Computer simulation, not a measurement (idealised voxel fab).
process module | voxel fin reveal
cross-section cut | 210 nm wide | cells 5 nm
A cross-section is a grid of square cells, given in bands from the top down. A band is one or more rows of cells.
Each band's line starts with the height of the band's top and of its bottom, in nm. Then come its materials from left to right, each with its width in nm. One material with "throughout" fills the band from edge to edge. "air" is empty space.
Height 0 is the level under which the wafer as received is all one material. The lowest band goes on downwards, as in "0 down".
A width such as "30 to 40" changes by the same amount from each row of cells to the next, from the band's top row to its bottom row.
"no change" after a step means that no cell of the cross-section changed.
closed voids: empty space of 8 cells or more with no open way to the top, each as width x height at its distance from the left edge, in nm
after a step's settings: what the simulator itself notes on the step
overlay nm, on a step with a mask: how far to the right of its planned place the mask lay; to the left if negative
plan
1 op RECEIVE | material Si
2 op CONFORMAL_DEP | material SiN | thk nm 5
3 op PATTERN | tone cover | mask id FINS | material resist | width nm 15 | pitch nm 45 | thk nm 15 | overlay nm 0
4 op DIRECTIONAL_ETCH | etch materials SiN | depth nm 5
5 op DIRECTIONAL_ETCH | etch materials Si | depth nm 35
6 op STRIP | etch materials resist
7 op FILL_DEP | material SiO2 | thk nm 15
8 op CMP | height nm 5
9 op SELECTIVE_ETCH | etch materials SiO2 | depth nm 30
10 op STRIP | etch materials SiN
11 op CONFORMAL_DEP | material HfO2 | thk nm 5
first wafer, as planned
as received, after step 1
  0 down: Si throughout
  closed voids: none
after step 2
  5 to 0: SiN throughout
  below 0: unchanged
after step 3
  20 to 5: air 50 | resist 15 | air 30 | resist 15 | air 30 | resist 15 | air 55
  below 5: unchanged
after step 4
  20 to 5: air 50 | resist 15 | air 30 | resist 15 | air 30 | resist 15 | air 55
  5 to 0: air 50 | SiN 15 | air 30 | SiN 15 | air 30 | SiN 15 | air 55
  below 0: unchanged
after step 5
  20 to 5: air 50 | resist 15 | air 30 | resist 15 | air 30 | resist 15 | air 55
  5 to 0: air 50 | SiN 15 | air 30 | SiN 15 | air 30 | SiN 15 | air 55
  0 to -35: air 50 | Si 15 | air 30 | Si 15 | air 30 | Si 15 | air 55
  below -35: unchanged
after step 6
  5 to 0: air 50 | SiN 15 | air 30 | SiN 15 | air 30 | SiN 15 | air 55
  below 0: unchanged
after step 7
  20 to 5: SiO2 throughout
  5 to 0: SiO2 50 | SiN 15 | SiO2 30 | SiN 15 | SiO2 30 | SiN 15 | SiO2 55
  0 to -35: SiO2 50 | Si 15 | SiO2 30 | Si 15 | SiO2 30 | Si 15 | SiO2 55
  below -35: unchanged
after step 8
  5 to 0: SiO2 50 | SiN 15 | SiO2 30 | SiN 15 | SiO2 30 | SiN 15 | SiO2 55
  below 0: unchanged
after step 9
  5 to 0: air 50 | SiN 15 | air 30 | SiN 15 | air 30 | SiN 15 | air 55
  0 to -25: air 50 | Si 15 | air 30 | Si 15 | air 30 | Si 15 | air 55
  below -25: unchanged
after step 10
  0 to -25: air 50 | Si 15 | air 30 | Si 15 | air 30 | Si 15 | air 55
  below -25: unchanged
after step 11
  5 to 0: air 45 | HfO2 25 | air 20 | HfO2 25 | air 20 | HfO2 25 | air 50
  0 to -20: air 45 | HfO2 5 | Si 15 | HfO2 5 | air 20 | HfO2 5 | Si 15 | HfO2 5 | air 20 | HfO2 5 | Si 15 | HfO2 5 | air 50
  -20 to -25: HfO2 50 | Si 15 | HfO2 30 | Si 15 | HfO2 30 | Si 15 | HfO2 55
  below -25: unchanged
second wafer: like start, like plan, one mistake. Through step 8 it matches the first wafer
when step 9 should have ended
  5 to 0: SiO2 50 | air 15 | SiO2 30 | air 15 | SiO2 30 | air 15 | SiO2 55
  below 0: unchanged
when step 10 should have ended
  0 to -25: air 50 | Si 15 | air 30 | Si 15 | air 30 | Si 15 | air 55
  -25 to -30: SiO2 20 | air 30 | Si 15 | air 30 | Si 15 | air 30 | Si 15 | air 30 | SiO2 25
  below -30: unchanged
when step 11 should have ended
  5 to 0: air 45 | HfO2 25 | air 20 | HfO2 25 | air 20 | HfO2 25 | air 50
  0 to -20: air 45 | HfO2 5 | Si 15 | HfO2 5 | air 20 | HfO2 5 | Si 15 | HfO2 5 | air 20 | HfO2 5 | Si 15 | HfO2 5 | air 50
  -20 to -25: HfO2 25 | air 20 | HfO2 5 | Si 15 | HfO2 5 | air 20 | HfO2 5 | Si 15 | HfO2 5 | air 20 | HfO2 5 | Si 15 | HfO2 5 | air 20 | HfO2 30
  -25 to -30: SiO2 20 | HfO2 30 | Si 15 | HfO2 30 | Si 15 | HfO2 30 | Si 15 | HfO2 30 | SiO2 25
  below -30: unchanged
what went wrong: steps 9 and 10 were swapped
at the end the second wafer has, in cells: 8 more of HfO2 | 24 fewer of SiO2
